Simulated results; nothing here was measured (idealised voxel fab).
process module | voxel double patterning
Xsec cut, 215 nm wide, square cell size 5 nm.
Cross-section spec: square-cell grid; bands listed top down; each band is one or more rows. Band: top and bottom heights (nm) first, top before bottom; then materials from left to right, widths in nm. "edge to edge" marks a sole material filling the band edge to edge. "blank" denotes empty space. Beneath 0, the wafer as received is one material, and that level is where height counting begins. The lowest band goes on downward without a bottom; it is written like "0 down". The notation "30 to 40" denotes a width that varies across the rows of cells in the band, beginning at the first number in the top row, finishing at the second number in the bottom row, and changing by an identical amount from each row to the next. When a step is marked "no alteration", none of the cells in the cross-section changed during that step. Empty spaces without an open route to the top, at least 8 cells in extent, make up the entry "Closed internal voids"; each is given as width x height at distance, where the distance is measured from the left edge, and all are in nm. Note: text after step settings on the step line = simulator remark on that step. The line of a step may include "overlay nm". On a step with a mask, this value is how far to the right of its planned place the mask lay. A negative value means the mask lay to the left. How should the pairs below be read? Each gives the cross-section before one process step and the cross-section after it, the latter drawn only to the lowest band that changed; the step that lies between them, with its settings, appears under the pair. Does a pair pick up where the pair above left off? Only where its entry headed "Pre-process state" says so, since pairs can come from different runs of this module on the same starting wafer.

# Pre-process state
    0 down = Si edge to edge
    Closed internal voids: none

# Cut View, Post-Step
    5 to 0 = SiO2 edge to edge
    Rest of section, below 0: as before.
    Closed internal voids: none
So what happens between those two cross-sections up there? CONFORMAL_DEP,material SiO2,thk nm 5

Pre-process state: taken from the pair above, after panel.

# Cut View, Post-Step
    25 to 5 = W edge to edge
    Rest of section, below 5: as before.
    Closed internal voids: none
So what happens between those two cross-sections up there? DIRECTIONAL_DEP,material W,thk nm 20

Pre-process state: taken from the pair above, after panel.

# Cut View, Post-Step
    30 to 25 = SiCN edge to edge
    Rest of section, below 25: as before.
    Closed internal voids: none
So what happens between those two cross-sections up there? DIRECTIONAL_DEP,material SiCN,thk nm 5

Pre-process state: taken from the pair above, after panel.

# Cut View, Post-Step
    40 to 30 = aC edge to edge
    Rest of section, below 30: as before.
    Closed internal voids: none
So what happens between those two cross-sections up there? DIRECTIONAL_DEP,material aC,thk nm 10

Pre-process state: taken from the pair above, after panel.

# Cut View, Post-Step
    65 to 40 = resist (50); blank (15); resist (35); blank (15); resist (35); blank (15); resist (50)
    Rest of section, below 40: as before.
    Closed internal voids: none
So what happens between those two cross-sections up there? PATTERN,tone open,mask id FIRST,material resist,width nm 15,pitch nm 50,thk nm 25,overlay nm 0

Pre-process state: taken from the pair above, after panel.

# Cut View, Post-Step
    55 to 40 = resist (50); blank (15); resist (35); blank (15); resist (35); blank (15); resist (50)
    40 to 30 = aC (50); blank (15); aC (35); blank (15); aC (35); blank (15); aC (50)
    Rest of section, below 30: as before.
    Closed internal voids: none
So what happens between those two cross-sections up there? DIRECTIONAL_ETCH,etch materials aC,depth nm 10

Pre-process state: taken from the pair above, after panel.

# Cut View, Post-Step
    40 to 30 = aC (50); blank (15); aC (35); blank (15); aC (35); blank (15); aC (50)
    Rest of section, below 30: as before.
    Closed internal voids: none
So what happens between those two cross-sections up there? STRIP,etch materials resist

Pre-process state: taken from the pair above, after panel.

# Cut View, Post-Step
    40 to 30 = aC (50); blank (15); aC (35); blank (15); aC (35); blank (15); aC (50)
    30 to 25 = SiCN (50); blank (15); SiCN (35); blank (15); SiCN (35); blank (15); SiCN (50)
    Rest of section, below 25: as before.
    Closed internal voids: none
So what happens between those two cross-sections up there? DIRECTIONAL_ETCH,etch materials SiCN,depth nm 5

Pre-process state: taken from the pair above, after panel.

# Cut View, Post-Step
    30 to 25 = SiCN (50); blank (15); SiCN (35); blank (15); SiCN (35); blank (15); SiCN (50)
    Rest of section, below 25: as before.
    Closed internal voids: none
So what happens between those two cross-sections up there? STRIP,etch materials aC

Pre-process state: taken from the pair above, after panel.

# Cut View, Post-Step
    30 to 25 = SiCN (50); blank (15); SiCN (10); blank (15); SiCN (10); blank (15); SiCN (10); blank (15); SiCN (10); blank (15); SiCN (50)
    Rest of section, below 25: as before.
    Closed internal voids: none
So what happens between those two cross-sections up there? MASKED_ETCH,tone open,mask id SECOND,width nm 15,pitch nm 50,etch materials SiCN,depth nm 5,overlay nm 0

Pre-process state: taken from the pair above, after panel.

# Cut View, Post-Step
    30 to 25 = SiCN (50); blank (15); SiCN (10); blank (15); SiCN (10); blank (15); SiCN (10); blank (15); SiCN (10); blank (15); SiCN (50)
    25 to 5 = W (50); blank (15); W (10); blank (15); W (10); blank (15); W (10); blank (15); W (10); blank (15); W (50)
    Rest of section, below 5: as before.
    Closed internal voids: none
So what happens between those two cross-sections up there? DIRECTIONAL_ETCH,etch materials W,depth nm 20

Pre-process state: taken from the pair above, after panel.

# Cut View, Post-Step
    25 to 5 = W (50); blank (15); W (10); blank (15); W (10); blank (15); W (10); blank (15); W (10); blank (15); W (50)
    Rest of section, below 5: as before.
    Closed internal voids: none
So what happens between those two cross-sections up there? STRIP,etch materials SiCN

# Pre-process state
    0 down = Si edge to edge
    Closed internal voids: none

# Cut View, Post-Step
    20 to 0 = W edge to edge
    Rest of section, below 0: as before.
    Closed internal voids: none
So what happens between those two cross-sections up there? DIRECTIONAL_DEP,material W,thk nm 20

Pre-process state: taken from the pair above, after panel.

# Cut View, Post-Step
    25 to 20 = SiCN edge to edge
    Rest of section, below 20: as before.
    Closed internal voids: none
So what happens between those two cross-sections up there? DIRECTIONAL_DEP,material SiCN,thk nm 5

Pre-process state: taken from the pair above, after panel.

# Cut View, Post-Step
    35 to 25 = aC edge to edge
    Rest of section, below 25: as before.
    Closed internal voids: none
So what happens between those two cross-sections up there? DIRECTIONAL_DEP,material aC,thk nm 10

Pre-process state: taken from the pair above, after panel.

# Cut View, Post-Step
    60 to 35 = resist (50); blank (15); resist (35); blank (15); resist (35); blank (15); resist (50)
    Rest of section, below 35: as before.
    Closed internal voids: none
So what happens between those two cross-sections up there? PATTERN,tone open,mask id FIRST,material resist,width nm 15,pitch nm 50,thk nm 25,overlay nm 0

Pre-process state: taken from the pair above, after panel.

# Cut View, Post-Step
    50 to 35 = resist (50); blank (15); resist (35); blank (15); resist (35); blank (15); resist (50)
    35 to 25 = aC (50); blank (15); aC (35); blank (15); aC (35); blank (15); aC (50)
    Rest of section, below 25: as before.
    Closed internal voids: none
So what happens between those two cross-sections up there? DIRECTIONAL_ETCH,etch materials aC,depth nm 10

Pre-process state: taken from the pair above, after panel.

# Cut View, Post-Step
    35 to 25 = aC (50); blank (15); aC (35); blank (15); aC (35); blank (15); aC (50)
    Rest of section, below 25: as before.
    Closed internal voids: none
So what happens between those two cross-sections up there? STRIP,etch materials resist

Pre-process state: taken from the pair above, after panel.

# Cut View, Post-Step
    35 to 25 = aC (50); blank (15); aC (35); blank (15); aC (35); blank (15); aC (50)
    25 to 20 = SiCN (50); blank (15); SiCN (35); blank (15); SiCN (35); blank (15); SiCN (50)
    Rest of section, below 20: as before.
    Closed internal voids: none
So what happens between those two cross-sections up there? DIRECTIONAL_ETCH,etch materials SiCN,depth nm 5

Pre-process state: taken from the pair above, after panel.

# Cut View, Post-Step
    25 to 20 = SiCN (50); blank (15); SiCN (35); blank (15); SiCN (35); blank (15); SiCN (50)
    Rest of section, below 20: as before.
    Closed internal voids: none
So what happens between those two cross-sections up there? STRIP,etch materials aC

Pre-process state: taken from the pair above, after panel.

# Cut View, Post-Step
    25 to 20 = SiCN (50); blank (15); SiCN (10); blank (15); SiCN (10); blank (15); SiCN (10); blank (15); SiCN (10); blank (15); SiCN (50)
    Rest of section, below 20: as before.
    Closed internal voids: none
So what happens between those two cross-sections up there? MASKED_ETCH,tone open,mask id SECOND,width nm 15,pitch nm 50,etch materials SiCN,depth nm 5,overlay nm 0

Pre-process state: taken from the pair above, after panel.

# Cut View, Post-Step
    25 to 20 = SiCN (50); blank (15); SiCN (10); blank (15); SiCN (10); blank (15); SiCN (10); blank (15); SiCN (10); blank (15); SiCN (50)
    20 to 0 = W (50); blank (15); W (10); blank (15); W (10); blank (15); W (10); blank (15); W (10); blank (15); W (50)
    Rest of section, below 0: as before.
    Closed internal voids: none
So what happens between those two cross-sections up there? DIRECTIONAL_ETCH,etch materials W,depth nm 20

Pre-process state: taken from the pair above, after panel.

# Cut View, Post-Step
    20 to 0 = W (50); blank (15); W (10); blank (15); W (10); blank (15); W (10); blank (15); W (10); blank (15); W (50)
    Rest of section, below 0: as before.
    Closed internal voids: none
So what happens between those two cross-sections up there? STRIP,etch materials SiCN

# Pre-process state
    25 to 5 = W edge to edge
    5 to 0 = SiO2 edge to edge
    0 down = Si edge to edge
    Closed internal voids: none

# Cut View, Post-Step
    45 to 5 = W edge to edge
    Rest of section, below 5: as before.
    Closed internal voids: none
So what happens between those two cross-sections up there? DIRECTIONAL_DEP,material W,thk nm 20

Pre-process state: taken from the pair above, after panel.

# Cut View, Post-Step
    50 to 45 = SiCN edge to edge
    Rest of section, below 45: as before.
    Closed internal voids: none
So what happens between those two cross-sections up there? DIRECTIONAL_DEP,material SiCN,thk nm 5

Pre-process state: taken from the pair above, after panel.

# Cut View, Post-Step
    60 to 50 = aC edge to edge
    Rest of section, below 50: as before.
    Closed internal voids: none
So what happens between those two cross-sections up there? DIRECTIONAL_DEP,material aC,thk nm 10

Pre-process state: taken from the pair above, after panel.

# Cut View, Post-Step
    85 to 60 = resist (50); blank (15); resist (35); blank (15); resist (35); blank (15); resist (50)
    Rest of section, below 60: as before.
    Closed internal voids: none
So what happens between those two cross-sections up there? PATTERN,tone open,mask id FIRST,material resist,width nm 15,pitch nm 50,thk nm 25,overlay nm 0

Pre-process state: taken from the pair above, after panel.

# Cut View, Post-Step
    75 to 60 = resist (50); blank (15); resist (35); blank (15); resist (35); blank (15); resist (50)
    60 to 50 = aC (50); blank (15); aC (35); blank (15); aC (35); blank (15); aC (50)
    Rest of section, below 50: as before.
    Closed internal voids: none
So what happens between those two cross-sections up there? DIRECTIONAL_ETCH,etch materials aC,depth nm 10

Pre-process state: taken from the pair above, after panel.

# Cut View, Post-Step
    60 to 50 = aC (50); blank (15); aC (35); blank (15); aC (35); blank (15); aC (50)
    Rest of section, below 50: as before.
    Closed internal voids: none
So what happens between those two cross-sections up there? STRIP,etch materials resist

Pre-process state: taken from the pair above, after panel.

# Cut View, Post-Step
    60 to 50 = aC (50); blank (15); aC (35); blank (15); aC (35); blank (15); aC (50)
    50 to 45 = SiCN (50); blank (15); SiCN (35); blank (15); SiCN (35); blank (15); SiCN (50)
    Rest of section, below 45: as before.
    Closed internal voids: none
So what happens between those two cross-sections up there? DIRECTIONAL_ETCH,etch materials SiCN,depth nm 5

Pre-process state: taken from the pair above, after panel.

# Cut View, Post-Step
    50 to 45 = SiCN (50); blank (15); SiCN (35); blank (15); SiCN (35); blank (15); SiCN (50)
    Rest of section, below 45: as before.
    Closed internal voids: none
So what happens between those two cross-sections up there? STRIP,etch materials aC

Pre-process state: taken from the pair above, after panel.

# Cut View, Post-Step
    50 to 45 = SiCN (50); blank (15); SiCN (10); blank (15); SiCN (10); blank (15); SiCN (10); blank (15); SiCN (10); blank (15); SiCN (50)
    Rest of section, below 45: as before.
    Closed internal voids: none
So what happens between those two cross-sections up there? MASKED_ETCH,tone open,mask id SECOND,width nm 15,pitch nm 50,etch materials SiCN,depth nm 5,overlay nm 0

Pre-process state: taken from the pair above, after panel.

# Cut View, Post-Step
    50 to 45 = SiCN (50); blank (15); SiCN (10); blank (15); SiCN (10); blank (15); SiCN (10); blank (15); SiCN (10); blank (15); SiCN (50)
    45 to 25 = W (50); blank (15); W (10); blank (15); W (10); blank (15); W (10); blank (15); W (10); blank (15); W (50)
    Rest of section, below 25: as before.
    Closed internal voids: none
So what happens between those two cross-sections up there? DIRECTIONAL_ETCH,etch materials W,depth nm 20

Pre-process state: taken from the pair above, after panel.

# Cut View, Post-Step
    45 to 25 = W (50); blank (15); W (10); blank (15); W (10); blank (15); W (10); blank (15); W (10); blank (15); W (50)
    Rest of section, below 25: as before.
    Closed internal voids: none
So what happens between those two cross-sections up there? STRIP,etch materials SiCN

# Pre-process state
    20 to 0 = W edge to edge
    0 down = Si edge to edge
    Closed internal voids: none

# Cut View, Post-Step
    25 to 20 = SiO2 edge to edge
    Rest of section, below 20: as before.
    Closed internal voids: none
So what happens between those two cross-sections up there? CONFORMAL_DEP,material SiO2,thk nm 5

Pre-process state: taken from the pair above, after panel.

# Cut View, Post-Step
    30 to 25 = SiCN edge to edge
    Rest of section, below 25: as before.
    Closed internal voids: none
So what happens between those two cross-sections up there? DIRECTIONAL_DEP,material SiCN,thk nm 5

Pre-process state: taken from the pair above, after panel.

# Cut View, Post-Step
    40 to 30 = aC edge to edge
    Rest of section, below 30: as before.
    Closed internal voids: none
So what happens between those two cross-sections up there? DIRECTIONAL_DEP,material aC,thk nm 10

Pre-process state: taken from the pair above, after panel.

# Cut View, Post-Step
    65 to 40 = resist (50); blank (15); resist (35); blank (15); resist (35); blank (15); resist (50)
    Rest of section, below 40: as before.
    Closed internal voids: none
So what happens between those two cross-sections up there? PATTERN,tone open,mask id FIRST,material resist,width nm 15,pitch nm 50,thk nm 25,overlay nm 0

Pre-process state: taken from the pair above, after panel.

# Cut View, Post-Step
    55 to 40 = resist (50); blank (15); resist (35); blank (15); resist (35); blank (15); resist (50)
    40 to 30 = aC (50); blank (15); aC (35); blank (15); aC (35); blank (15); aC (50)
    Rest of section, below 30: as before.
    Closed internal voids: none
So what happens between those two cross-sections up there? DIRECTIONAL_ETCH,etch materials aC,depth nm 10

Pre-process state: taken from the pair above, after panel.

# Cut View, Post-Step
    40 to 30 = aC (50); blank (15); aC (35); blank (15); aC (35); blank (15); aC (50)
    Rest of section, below 30: as before.
    Closed internal voids: none
So what happens between those two cross-sections up there? STRIP,etch materials resist

Pre-process state: taken from the pair above, after panel.

# Cut View, Post-Step
    40 to 30 = aC (50); blank (15); aC (35); blank (15); aC (35); blank (15); aC (50)
    30 to 25 = SiCN (50); blank (15); SiCN (35); blank (15); SiCN (35); blank (15); SiCN (50)
    Rest of section, below 25: as before.
    Closed internal voids: none
So what happens between those two cross-sections up there? DIRECTIONAL_ETCH,etch materials SiCN,depth nm 5

Pre-process state: taken from the pair above, after panel.

# Cut View, Post-Step
    30 to 25 = SiCN (50); blank (15); SiCN (35); blank (15); SiCN (35); blank (15); SiCN (50)
    Rest of section, below 25: as before.
    Closed internal voids: none
So what happens between those two cross-sections up there? STRIP,etch materials aC

Pre-process state: taken from the pair above, after panel.

# Cut View, Post-Step
    30 to 25 = SiCN (50); blank (15); SiCN (10); blank (15); SiCN (10); blank (15); SiCN (10); blank (15); SiCN (10); blank (15); SiCN (50)
    Rest of section, below 25: as before.
    Closed internal voids: none
So what happens between those two cross-sections up there? MASKED_ETCH,tone open,mask id SECOND,width nm 15,pitch nm 50,etch materials SiCN,depth nm 5,overlay nm 0

Pre-process state: taken from the pair above, after panel.

# Cut View, Post-Step
    25 to 20 = SiO2 edge to edge
    Rest of section, below 20: as before.
    Closed internal voids: none
So what happens between those two cross-sections up there? STRIP,etch materials SiCN

# Pre-process state
    5 to 0 = SiO2 edge to edge
    0 down = Si edge to edge
    Closed internal voids: none

# Cut View, Post-Step
    30 to 5 = W edge to edge
    Rest of section, below 5: as before.
    Closed internal voids: none
So what happens between those two cross-sections up there? DIRECTIONAL_DEP,material W,thk nm 25

Pre-process state: taken from the pair above, after panel.

# Cut View, Post-Step
    35 to 30 = SiCN edge to edge
    Rest of section, below 30: as before.
    Closed internal voids: none
So what happens between those two cross-sections up there? DIRECTIONAL_DEP,material SiCN,thk nm 5

Pre-process state: taken from the pair above, after panel.

# Cut View, Post-Step
    45 to 35 = aC edge to edge
    Rest of section, below 35: as before.
    Closed internal voids: none
So what happens between those two cross-sections up there? DIRECTIONAL_DEP,material aC,thk nm 10

Pre-process state: taken from the pair above, after panel.

# Cut View, Post-Step
    70 to 45 = resist (50); blank (15); resist (35); blank (15); resist (35); blank (15); resist (50)
    Rest of section, below 45: as before.
    Closed internal voids: none
So what happens between those two cross-sections up there? PATTERN,tone open,mask id FIRST,material resist,width nm 15,pitch nm 50,thk nm 25,overlay nm 0

Pre-process state: taken from the pair above, after panel.

# Cut View, Post-Step
    60 to 45 = resist (50); blank (15); resist (35); blank (15); resist (35); blank (15); resist (50)
    45 to 35 = aC (50); blank (15); aC (35); blank (15); aC (35); blank (15); aC (50)
    Rest of section, below 35: as before.
    Closed internal voids: none
So what happens between those two cross-sections up there? DIRECTIONAL_ETCH,etch materials aC,depth nm 10

Pre-process state: taken from the pair above, after panel.

# Cut View, Post-Step
    45 to 35 = aC (50); blank (15); aC (35); blank (15); aC (35); blank (15); aC (50)
    Rest of section, below 35: as before.
    Closed internal voids: none
So what happens between those two cross-sections up there? STRIP,etch materials resist

Pre-process state: taken from the pair above, after panel.

# Cut View, Post-Step
    45 to 35 = aC (50); blank (15); aC (35); blank (15); aC (35); blank (15); aC (50)
    35 to 30 = SiCN (50); blank (15); SiCN (35); blank (15); SiCN (35); blank (15); SiCN (50)
    Rest of section, below 30: as before.
    Closed internal voids: none
So what happens between those two cross-sections up there? DIRECTIONAL_ETCH,etch materials SiCN,depth nm 5

Pre-process state: taken from the pair above, after panel.

# Cut View, Post-Step
    35 to 30 = SiCN (50); blank (15); SiCN (35); blank (15); SiCN (35); blank (15); SiCN (50)
    Rest of section, below 30: as before.
    Closed internal voids: none
So what happens between those two cross-sections up there? STRIP,etch materials aC

Pre-process state: taken from the pair above, after panel.

# Cut View, Post-Step
    35 to 30 = SiCN (50); blank (15); SiCN (10); blank (15); SiCN (10); blank (15); SiCN (10); blank (15); SiCN (10); blank (15); SiCN (50)
    Rest of section, below 30: as before.
    Closed internal voids: none
So what happens between those two cross-sections up there? MASKED_ETCH,tone open,mask id SECOND,width nm 15,pitch nm 50,etch materials SiCN,depth nm 5,overlay nm 0

Pre-process state: taken from the pair above, after panel.

# Cut View, Post-Step
    35 to 30 = SiCN (50); blank (15); SiCN (10); blank (15); SiCN (10); blank (15); SiCN (10); blank (15); SiCN (10); blank (15); SiCN (50)
    30 to 10 = W (50); blank (15); W (10); blank (15); W (10); blank (15); W (10); blank (15); W (10); blank (15); W (50)
    Rest of section, below 10: as before.
    Closed internal voids: none
So what happens between those two cross-sections up there? DIRECTIONAL_ETCH,etch materials W,depth nm 20

Pre-process state: taken from the pair above, after panel.

# Cut View, Post-Step
    30 to 10 = W (50); blank (15); W (10); blank (15); W (10); blank (15); W (10); blank (15); W (10); blank (15); W (50)
    Rest of section, below 10: as before.
    Closed internal voids: none
So what happens between those two cross-sections up there? STRIP,etch materials SiCN

# Pre-process state
    40 to 30 = aC edge to edge
    30 to 25 = SiCN edge to edge
    25 to 5 = W edge to edge
    5 to 0 = SiO2 edge to edge
    0 down = Si edge to edge
    Closed internal voids: none

# Cut View, Post-Step
    65 to 40 = resist (45); blank (25); resist (25); blank (25); resist (25); blank (25); resist (45)
    Rest of section, below 40: as before.
    Closed internal voids: none
So what happens between those two cross-sections up there? PATTERN,tone open,mask id FIRST,material resist,width nm 25,pitch nm 50,thk nm 25,overlay nm 0

Pre-process state: taken from the pair above, after panel.

# Cut View, Post-Step
    55 to 40 = resist (45); blank (25); resist (25); blank (25); resist (25); blank (25); resist (45)
    40 to 30 = aC (45); blank (25); aC (25); blank (25); aC (25); blank (25); aC (45)
    Rest of section, below 30: as before.
    Closed internal voids: none
So what happens between those two cross-sections up there? DIRECTIONAL_ETCH,etch materials aC,depth nm 10

Pre-process state: taken from the pair above, after panel.

# Cut View, Post-Step
    40 to 30 = aC (45); blank (25); aC (25); blank (25); aC (25); blank (25); aC (45)
    Rest of section, below 30: as before.
    Closed internal voids: none
So what happens between those two cross-sections up there? STRIP,etch materials resist

Pre-process state: taken from the pair above, after panel.

# Cut View, Post-Step
    40 to 30 = aC (45); blank (25); aC (25); blank (25); aC (25); blank (25); aC (45)
    30 to 25 = SiCN (45); blank (25); SiCN (25); blank (25); SiCN (25); blank (25); SiCN (45)
    Rest of section, below 25: as before.
    Closed internal voids: none
So what happens between those two cross-sections up there? DIRECTIONAL_ETCH,etch materials SiCN,depth nm 5

Pre-process state: taken from the pair above, after panel.

# Cut View, Post-Step
    30 to 25 = SiCN (45); blank (25); SiCN (25); blank (25); SiCN (25); blank (25); SiCN (45)
    Rest of section, below 25: as before.
    Closed internal voids: none
So what happens between those two cross-sections up there? STRIP,etch materials aC

Pre-process state: taken from the pair above, after panel.

# Cut View, Post-Step
    30 to 25 = SiCN (45); blank (25); SiCN (5); blank (15); SiCN (5); blank (25); SiCN (5); blank (15); SiCN (5); blank (25); SiCN (45)
    Rest of section, below 25: as before.
    Closed internal voids: none
So what happens between those two cross-sections up there? MASKED_ETCH,tone open,mask id SECOND,width nm 15,pitch nm 50,etch materials SiCN,depth nm 5,overlay nm 0

Pre-process state: taken from the pair above, after panel.

# Cut View, Post-Step
    30 to 25 = SiCN (45); blank (25); SiCN (5); blank (15); SiCN (5); blank (25); SiCN (5); blank (15); SiCN (5); blank (25); SiCN (45)
    25 to 5 = W (45); blank (25); W (5); blank (15); W (5); blank (25); W (5); blank (15); W (5); blank (25); W (45)
    Rest of section, below 5: as before.
    Closed internal voids: none
So what happens between those two cross-sections up there? DIRECTIONAL_ETCH,etch materials W,depth nm 20

Pre-process state: taken from the pair above, after panel.

# Cut View, Post-Step
    25 to 5 = W (45); blank (25); W (5); blank (15); W (5); blank (25); W (5); blank (15); W (5); blank (25); W (45)
    Rest of section, below 5: as before.
    Closed internal voids: none
So what happens between those two cross-sections up there? STRIP,etch materials SiCN

# Pre-process state
    40 to 30 = aC edge to edge
    30 to 25 = SiCN edge to edge
    25 to 5 = W edge to edge
    5 to 0 = SiO2 edge to edge
    0 down = Si edge to edge
    Closed internal voids: none

# Cut View, Post-Step
    65 to 40 = resist (55); blank (15); resist (35); blank (15); resist (35); blank (15); resist (45)
    Rest of section, below 40: as before.
    Closed internal voids: none
So what happens between those two cross-sections up there? PATTERN,tone open,mask id FIRST,material resist,width nm 15,pitch nm 50,thk nm 25,overlay nm 5

Pre-process state: taken from the pair above, after panel.

# Cut View, Post-Step
    55 to 40 = resist (55); blank (15); resist (35); blank (15); resist (35); blank (15); resist (45)
    40 to 30 = aC (55); blank (15); aC (35); blank (15); aC (35); blank (15); aC (45)
    Rest of section, below 30: as before.
    Closed internal voids: none
So what happens between those two cross-sections up there? DIRECTIONAL_ETCH,etch materials aC,depth nm 10

Pre-process state: taken from the pair above, after panel.

# Cut View, Post-Step
    40 to 30 = aC (55); blank (15); aC (35); blank (15); aC (35); blank (15); aC (45)
    Rest of section, below 30: as before.
    Closed internal voids: none
So what happens between those two cross-sections up there? STRIP,etch materials resist

Pre-process state: taken from the pair above, after panel.

# Cut View, Post-Step
    40 to 30 = aC (55); blank (15); aC (35); blank (15); aC (35); blank (15); aC (45)
    30 to 25 = SiCN (55); blank (15); SiCN (35); blank (15); SiCN (35); blank (15); SiCN (45)
    Rest of section, below 25: as before.
    Closed internal voids: none
So what happens between those two cross-sections up there? DIRECTIONAL_ETCH,etch materials SiCN,depth nm 5

Pre-process state: taken from the pair above, after panel.

# Cut View, Post-Step
    30 to 25 = SiCN (55); blank (15); SiCN (35); blank (15); SiCN (35); blank (15); SiCN (45)
    Rest of section, below 25: as before.
    Closed internal voids: none
So what happens between those two cross-sections up there? STRIP,etch materials aC

Pre-process state: taken from the pair above, after panel.

# Cut View, Post-Step
    30 to 25 = SiCN (55); blank (15); SiCN (5); blank (15); SiCN (15); blank (15); SiCN (5); blank (15); SiCN (15); blank (15); SiCN (45)
    Rest of section, below 25: as before.
    Closed internal voids: none
So what happens between those two cross-sections up there? MASKED_ETCH,tone open,mask id SECOND,width nm 15,pitch nm 50,etch materials SiCN,depth nm 5,overlay nm 0

Pre-process state: taken from the pair above, after panel.

# Cut View, Post-Step
    30 to 25 = SiCN (55); blank (15); SiCN (5); blank (15); SiCN (15); blank (15); SiCN (5); blank (15); SiCN (15); blank (15); SiCN (45)
    25 to 5 = W (55); blank (15); W (5); blank (15); W (15); blank (15); W (5); blank (15); W (15); blank (15); W (45)
    Rest of section, below 5: as before.
    Closed internal voids: none
So what happens between those two cross-sections up there? DIRECTIONAL_ETCH,etch materials W,depth nm 20

Pre-process state: taken from the pair above, after panel.

# Cut View, Post-Step
    25 to 5 = W (55); blank (15); W (5); blank (15); W (15); blank (15); W (5); blank (15); W (15); blank (15); W (45)
    Rest of section, below 5: as before.
    Closed internal voids: none
So what happens between those two cross-sections up there? STRIP,etch materials SiCN

# Pre-process state
    0 down = Si edge to edge
    Closed internal voids: none

# Cut View, Post-Step
    5 to 0 = aC edge to edge
    Rest of section, below 0: as before.
    Closed internal voids: none
So what happens between those two cross-sections up there? CONFORMAL_DEP,material aC,thk nm 5

Pre-process state: taken from the pair above, after panel.

# Cut View, Post-Step
    25 to 5 = W edge to edge
    Rest of section, below 5: as before.
    Closed internal voids: none
So what happens between those two cross-sections up there? DIRECTIONAL_DEP,material W,thk nm 20

Pre-process state: taken from the pair above, after panel.

# Cut View, Post-Step
    30 to 25 = SiCN edge to edge
    Rest of section, below 25: as before.
    Closed internal voids: none
So what happens between those two cross-sections up there? DIRECTIONAL_DEP,material SiCN,thk nm 5

Pre-process state: taken from the pair above, after panel.

# Cut View, Post-Step
    40 to 30 = aC edge to edge
    Rest of section, below 30: as before.
    Closed internal voids: none
So what happens between those two cross-sections up there? DIRECTIONAL_DEP,material aC,thk nm 10

Pre-process state: taken from the pair above, after panel.

# Cut View, Post-Step
    65 to 40 = resist (50); blank (15); resist (35); blank (15); resist (35); blank (15); resist (50)
    Rest of section, below 40: as before.
    Closed internal voids: none
So what happens between those two cross-sections up there? PATTERN,tone open,mask id FIRST,material resist,width nm 15,pitch nm 50,thk nm 25,overlay nm 0

Pre-process state: taken from the pair above, after panel.

# Cut View, Post-Step
    55 to 40 = resist (50); blank (15); resist (35); blank (15); resist (35); blank (15); resist (50)
    40 to 30 = aC (50); blank (15); aC (35); blank (15); aC (35); blank (15); aC (50)
    Rest of section, below 30: as before.
    Closed internal voids: none
So what happens between those two cross-sections up there? DIRECTIONAL_ETCH,etch materials aC,depth nm 10

Pre-process state: taken from the pair above, after panel.

# Cut View, Post-Step
    40 to 30 = aC (50); blank (15); aC (35); blank (15); aC (35); blank (15); aC (50)
    Rest of section, below 30: as before.
    Closed internal voids: none
So what happens between those two cross-sections up there? STRIP,etch materials resist

Pre-process state: taken from the pair above, after panel.

# Cut View, Post-Step
    40 to 30 = aC (50); blank (15); aC (35); blank (15); aC (35); blank (15); aC (50)
    30 to 25 = SiCN (50); blank (15); SiCN (35); blank (15); SiCN (35); blank (15); SiCN (50)
    Rest of section, below 25: as before.
    Closed internal voids: none
So what happens between those two cross-sections up there? DIRECTIONAL_ETCH,etch materials SiCN,depth nm 5

Pre-process state: taken from the pair above, after panel.

# Cut View, Post-Step
    30 to 25 = SiCN (50); blank (15); SiCN (35); blank (15); SiCN (35); blank (15); SiCN (50)
    Rest of section, below 25: as before.
    Closed internal voids: none
So what happens between those two cross-sections up there? STRIP,etch materials aC

Pre-process state: taken from the pair above, after panel.

# Cut View, Post-Step
    30 to 25 = SiCN (50); blank (15); SiCN (10); blank (15); SiCN (10); blank (15); SiCN (10); blank (15); SiCN (10); blank (15); SiCN (50)
    Rest of section, below 25: as before.
    Closed internal voids: none
So what happens between those two cross-sections up there? MASKED_ETCH,tone open,mask id SECOND,width nm 15,pitch nm 50,etch materials SiCN,depth nm 5,overlay nm 0

Pre-process state: taken from the pair above, after panel.

# Cut View, Post-Step
    30 to 25 = SiCN (50); blank (15); SiCN (10); blank (15); SiCN (10); blank (15); SiCN (10); blank (15); SiCN (10); blank (15); SiCN (50)
    25 to 5 = W (50); blank (15); W (10); blank (15); W (10); blank (15); W (10); blank (15); W (10); blank (15); W (50)
    Rest of section, below 5: as before.
    Closed internal voids: none
So what happens between those two cross-sections up there? DIRECTIONAL_ETCH,etch materials W,depth nm 20

Pre-process state: taken from the pair above, after panel.

# Cut View, Post-Step
    25 to 5 = W (50); blank (15); W (10); blank (15); W (10); blank (15); W (10); blank (15); W (10); blank (15); W (50)
    Rest of section, below 5: as before.
    Closed internal voids: none
So what happens between those two cross-sections up there? STRIP,etch materials SiCN

# Pre-process state
    30 to 25 = SiCN (50); blank (15); SiCN (35); blank (15); SiCN (35); blank (15); SiCN (50)
    25 to 5 = W edge to edge
    5 to 0 = SiO2 edge to edge
    0 down = Si edge to edge
    Closed internal voids: none

# Cut View, Post-Step
    30 to 25 = blank (75); SiCN (15); blank (35); SiCN (15); blank (75)
    Rest of section, below 25: as before.
    Closed internal voids: none
So what happens between those two cross-sections up there? MASKED_ETCH,tone cover,mask id SECOND,width nm 15,pitch nm 50,etch materials SiCN,depth nm 5,overlay nm 0

Pre-process state: taken from the pair above, after panel.

# Cut View, Post-Step
    30 to 25 = blank (75); SiCN (15); blank (35); SiCN (15); blank (75)
    25 to 5 = blank (75); W (15); blank (35); W (15); blank (75)
    Rest of section, below 5: as before.
    Closed internal voids: none
So what happens between those two cross-sections up there? DIRECTIONAL_ETCH,etch materials W,depth nm 20

Pre-process state: taken from the pair above, after panel.

# Cut View, Post-Step
    25 to 5 = blank (75); W (15); blank (35); W (15); blank (75)
    Rest of section, below 5: as before.
    Closed internal voids: none
So what happens between those two cross-sections up there? STRIP,etch materials SiCN
